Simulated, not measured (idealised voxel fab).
Process module in this document: voxel capacitor over wiring
FYI the section here is cut, 260 nm wide, cells are 5 nm squares.
Cross-section layout: square cells on a grid; listed as bands, top to bottom; a band spans one or more cell rows.
In this notation a band is specified by the heights of its top and bottom, in that order and in nm, after which its materials appear from left to right, each paired with its width in nm. The word "all across" attached to a single material means that material fills the band from edge to edge; the word "blank" stands for empty space.
Ref level 0: as-received wafer is one material below here. Bottom band extends down with no lower bound ("top 0, no bottom").
The expression "30..40" gives the width at the extremes of the band, the first number at its top row of cells and the second at its bottom row, with the width changing by equal amounts from each row to the next in between.
Basically "changes: none" means that step didn't change any cell in the cross-section.
Empty spaces without an open route to the top, at least 8 cells in extent, make up the entry "Closed cavities"; each is given as width x height at distance, where the distance is measured from the left edge, and all are in nm.
Step line, after settings: the simulator's comment on this step.
Each step line may optionally specify "overlay nm", which for a step with a mask gives the rightward distance between the mask's planned place and where it lay, a negative value indicating the leftward direction.

The steps planned for the process are as follows
1,RECEIVE (material Si)
2,CONFORMAL_DEP (material SiO2; thk nm 10)
3,DIRECTIONAL_DEP (material TiN; thk nm 5)
4,DIRECTIONAL_DEP (material W; thk nm 15)
5,MASKED_ETCH (tone cover; mask id METAL_1; width nm 30; pitch nm 100; etch materials W; depth nm 15; overlay nm 0)
6,MASKED_ETCH (tone cover; mask id METAL_1; width nm 30; pitch nm 100; etch materials TiN; depth nm 5; overlay nm 0)
7,CONFORMAL_DEP (material SiN; thk nm 5)
8,FILL_DEP (material lowk; thk nm 10)
9,CMP (height nm 30)
10,CONFORMAL_DEP (material SiCN; thk nm 5)
11,DIRECTIONAL_DEP (material lowk; thk nm 15)
12,MASKED_ETCH (tone open; mask id PLUG_1; width nm 15; etch materials lowk; depth nm 15; overlay nm 0)
13,MASKED_ETCH (tone open; mask id PLUG_1; width nm 15; etch materials SiCN; depth nm 5; overlay nm 0)
14,EPI (material Ru; thk nm 10)
15,EPI (material Ru; thk nm 10)
16,DIRECTIONAL_DEP (material TiN; thk nm 5)
17,DIRECTIONAL_DEP (material HfO2; thk nm 5)
18,DIRECTIONAL_DEP (material TiN; thk nm 10)
19,DIRECTIONAL_DEP (material aC; thk nm 15)
20,PATTERN (tone cover; mask id UPPER_PLATE; material resist; width nm 75; thk nm 35; overlay nm 0)
21,DIRECTIONAL_ETCH (etch materials aC; depth nm 15)
22,STRIP (etch materials resist)
23,DIRECTIONAL_ETCH (etch materials TiN; depth nm 10)
24,DIRECTIONAL_ETCH (etch materials HfO2; depth nm 5)
25,STRIP (etch materials aC)
26,DIRECTIONAL_DEP (material aC; thk nm 15)
27,PATTERN (tone cover; mask id LOWER_PLATE; material resist; width nm 85; thk nm 30; overlay nm 0)
28,DIRECTIONAL_ETCH (etch materials aC; depth nm 15)
29,STRIP (etch materials resist)
30,DIRECTIONAL_ETCH (etch materials TiN; depth nm 5)
31,STRIP (etch materials aC)
32,FILL_DEP (material SiO2; thk nm 15)
33,CMP (height nm 80)
34,DIRECTIONAL_DEP (material aC; thk nm 10)
35,PATTERN (tone open; mask id PLUG_2; material resist; width nm 15; thk nm 25; overlay nm 0)
36,DIRECTIONAL_ETCH (etch materials aC; depth nm 10)
37,STRIP (etch materials resist)
38,DIRECTIONAL_ETCH (etch materials SiO2; depth nm 10)
39,STRIP (etch materials aC)
40,CONFORMAL_DEP (material TiN; thk nm 5)
41,FILL_DEP (material Cu; thk nm 5)
42,CMP (height nm 80)
43,CONFORMAL_DEP (material SiN; thk nm 5)

Cross-section of the incoming wafer, state after step 1
  top 0, no bottom  Si all across
  Closed cavities: none

The cross-section shown corresponds to the wafer at the conclusion of the module. The initial structure and the process plan are those presented above; however, one mistake occurred in executing the plan
  top 85, bottom 80  SiN all across
  top 80, bottom 75  90 of SiO2, then 5 of TiN, then 5 of Cu, then 5 of TiN, then 155 of SiO2
  top 75, bottom 70  90 of SiO2, then 15 of TiN, then 155 of SiO2
  top 70, bottom 60  95 of SiO2, then 60 of TiN, then 105 of SiO2
  top 60, bottom 55  95 of SiO2, then 60 of HfO2, then 105 of SiO2
  top 55, bottom 50  75 of SiO2, then 5 of TiN, then 15 of SiO2, then 65 of TiN, then 100 of SiO2
  top 50, bottom 40  80 of lowk, then 15 of TiN, then 165 of lowk
  top 40, bottom 35  80 of lowk, then 15 of HfO2, then 165 of lowk
  top 35, bottom 30  80 of SiCN, then 15 of TiN, then 165 of SiCN
  top 30, bottom 20  65 of W, then 5 of SiN, then 20 of lowk, then 5 of SiN, then 70 of W, then 5 of SiN, then 20 of lowk, then 5 of SiN, then 65 of W
  top 20, bottom 15  65 of W, then 30 of SiN, then 70 of W, then 30 of SiN, then 65 of W
  top 15, bottom 10  TiN all across
  top 10, bottom 0  SiO2 all across
  top 0, no bottom  Si all across
  Closed cavities: none
So what did we get wrong on this run? step 5 was run on a setting that differed from the plan, and what really ran there is MASKED_ETCH (tone open; mask id METAL_1; width nm 30; pitch nm 100; etch materials W; depth nm 15; overlay nm 0)
